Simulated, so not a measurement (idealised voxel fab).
Proc. module: voxel self aligned contacts
Cross-section cut spans 140 nm and uses square cells 5 nm in size.
Throughout this document, each cross-section is represented as a grid of square cells and is presented as a sequence of bands enumerated from the top downward, where a band comprises one or more rows of cells.
Top height, bottom height, nm. Materials left to right, width each, nm. Single material + "full width" = fills band edge to edge. "air" = empty.
Basically, 0 is our baseline, since under it the wafer straight out of the box is all one material. The bottom band has no lower end and keeps on going down, so it looks like "0..down".
The width entry "30 to 40" should be interpreted row by row: the top row of cells in the band takes the first number, the bottom row takes the second number, and the change between adjacent rows is uniform throughout.
Step marked "no change"? Then no cell in the cross-section changed in it.
Reported under the label "Encapsulated voids" are the empty spaces having no open way to the top and comprising 8 cells or more; the notation for each is width x height at distance, in which the distance is measured from the left edge and all three values are in nm.
Text after the settings on a step's line: the simulator's own remark on that step.
A step's line can hold "overlay nm"; with a mask on that step, the setting says how far right of the planned place the mask lay, while a negative setting says it lay to the left.

THE PLANNED PROCESS STEPS ARE ENUMERATED HEREUNDER
1: RECEIVE with material Si
2: OXIDIZE with depth nm 5
3: DIRECTIONAL_DEP with material polySi, thk nm 25
4: DIRECTIONAL_DEP with material SiN, thk nm 25
5: PATTERN with tone cover, mask id GATE, material resist, width nm 35, pitch nm 75, thk nm 20, overlay nm 0
6: DIRECTIONAL_ETCH with etch materials SiN, depth nm 25
7: DIRECTIONAL_ETCH with etch materials polySi, depth nm 25
8: STRIP with etch materials resist
9: CONFORMAL_DEP with material SiN, thk nm 10
10: DIRECTIONAL_ETCH with etch materials SiN, depth nm 10
11: FILL_DEP with material SiO2, thk nm 10
12: CMP with height nm 55
13: PATTERN with tone open, mask id CONTACT, material resist, width nm 50, thk nm 20, overlay nm 0
14: DIRECTIONAL_ETCH with etch materials SiO2, depth nm 60
15: STRIP with etch materials resist
16: CONFORMAL_DEP with material TiN, thk nm 5
17: FILL_DEP with material W, thk nm 10
18: CMP with height nm 55
19: CONFORMAL_DEP with material SiCN, thk nm 5

SO THIS IS THE INCOMING WAFER IN CROSS-SECTION - IT'S ALREADY BEEN THROUGH STEP 1
* 0..down  Si full width
* Encapsulated voids: none

FIRST WAFER OF TWO, SECTIONED AT END OF MODULE; RUN WENT PER PLAN
* 60..55  SiCN full width
* 55..50  45 SiO2, then 20 TiN, then 10 W, then 20 TiN, then 45 SiO2
* 50..25  5 SiO2, then 55 SiN, then 5 TiN, then 10 W, then 5 TiN, then 55 SiN, then 5 SiO2
* 25..0  5 SiO2, then 10 SiN, then 35 polySi, then 10 SiN, then 5 TiN, then 10 W, then 5 TiN, then 10 SiN, then 35 polySi, then 10 SiN, then 5 SiO2
* 0..-5  60 SiO2, then 20 TiN, then 60 SiO2
* -5..down  Si full width
* Encapsulated voids: none

CROSS-SECTIONAL VIEW OF THE SECOND OF TWO WAFERS UPON COMPLETION OF THE MODULE. THIS WAFER SHARED ITS STARTING CONDITION AND PROCESS PLAN WITH THE FIRST; ONE ERROR WAS MADE DURING ITS EXECUTION
* 60..55  SiCN full width
* 55..50  45 SiO2, then 20 TiN, then 10 W, then 20 TiN, then 45 SiO2
* 50..25  5 SiO2, then 55 SiN, then 5 TiN, then 10 W, then 5 TiN, then 55 SiN, then 5 SiO2
* 25..15  5 SiO2, then 10 SiN, then 35 polySi, then 10 SiN, then 5 TiN, then 10 W, then 5 TiN, then 10 SiN, then 35 polySi, then 10 SiN, then 5 SiO2
* 15..10  5 SiO2, then 10 SiN, then 35 polySi, then 10 SiN, then 20 TiN, then 10 SiN, then 35 polySi, then 10 SiN, then 5 SiO2
* 10..0  15 SiN, then 35 polySi, then 40 SiN, then 35 polySi, then 15 SiN
* 0..-5  SiO2 full width
* -5..down  Si full width
* Encapsulated voids: none
Want to know what went wrong? note: step 9 <-> step 10, run order reversed vs plan
Heads up, by the end the second wafer has more or fewer cells of some materials compared to the first: +12 SiN | -6 TiN | -6 W
